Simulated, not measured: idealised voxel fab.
The name of this process module is voxel double patterning.
Square cells of 5 nm make up the cross-section cut, whose width is 235 nm.
The cross-sections in this document take the form of a grid made of square cells. They are written out as bands, in order from top to bottom. Each band consists of one or more rows of cells. Band: top and bottom heights (nm) first, top before bottom; then materials from left to right, widths in nm. "full width" marks a sole material filling the band edge to edge. "air" denotes empty space. It should be noted that heights are counted from 0, beneath which the wafer as supplied is of one material throughout, and that the lowest band possesses no lower boundary but continues downward, as written in "from 0 down". Width: "30->40" (first number = top row, second number = bottom row, same change from row to row of cells). When a step is marked "no change occurred", none of the cells in the cross-section changed during that step. For the entry "Closed void table", the listed items are empty spaces with no open way to the top whose size is 8 cells or more; each item follows the pattern width x height at distance, where distance is from the left edge and all three are in nm. That trailing text on a step's line, after the settings, is the simulator's own remark on the step. A step's line can hold "overlay nm"; with a mask on that step, the setting says how far right of the planned place the mask lay, while a negative setting says it lay to the left.
SO HERE'S THE LINEUP OF PROCESS STEPS WE PLANNED
| 1 | RECEIVE (material Si) |
| 2 | CONFORMAL_DEP (material SiN; thk nm 5) |
| 3 | DIRECTIONAL_DEP (material SiO2; thk nm 15) |
| 4 | DIRECTIONAL_DEP (material SiCN; thk nm 10) |
| 5 | PATTERN (tone open; mask id FIRST; material resist; width nm 15; pitch nm 50; thk nm 15; overlay nm 0) |
| 6 | DIRECTIONAL_ETCH (etch materials SiCN; depth nm 10) |
| 7 | STRIP (etch materials resist) |
| 8 | MASKED_ETCH (tone open; mask id SECOND; width nm 15; etch materials SiCN; depth nm 10; overlay nm 0) |
| 9 | DIRECTIONAL_ETCH (etch materials SiO2; depth nm 15) |
| 10 | STRIP (etch materials SiCN) |
SO THIS IS THE INCOMING WAFER IN CROSS-SECTION - IT'S ALREADY BEEN THROUGH STEP 1
* from 0 down = Si full width
* Closed void table: none
AS-PLANNED RUN: CROSS-SECTION OF THE FIRST OF TWO WAFERS AT END OF MODULE
* from 20 to 5 = SiO2=85 | air=15 | SiO2=10 | air=15 | SiO2=10 | air=15 | SiO2=85
* from 5 to 0 = SiN full width
* from 0 down = Si full width
* Closed void table: none
MODULE END: CROSS-SECTION OF WAFER TWO OF TWO. SAME START AND PROCESS PLAN AS THE FIRST WAFER. ONE MISTAKE DURING EXECUTION
* from 15 to 5 = SiO2 full width
* from 5 to 0 = SiN full width
* from 0 down = Si full width
* Closed void table: none
What was done differently from what was planned? step 4, actual vs plan mismatch, actual run DIRECTIONAL_DEP (material SiO2; thk nm 10)
at the end the second wafer has, in cells: SiO2: 20 fewer
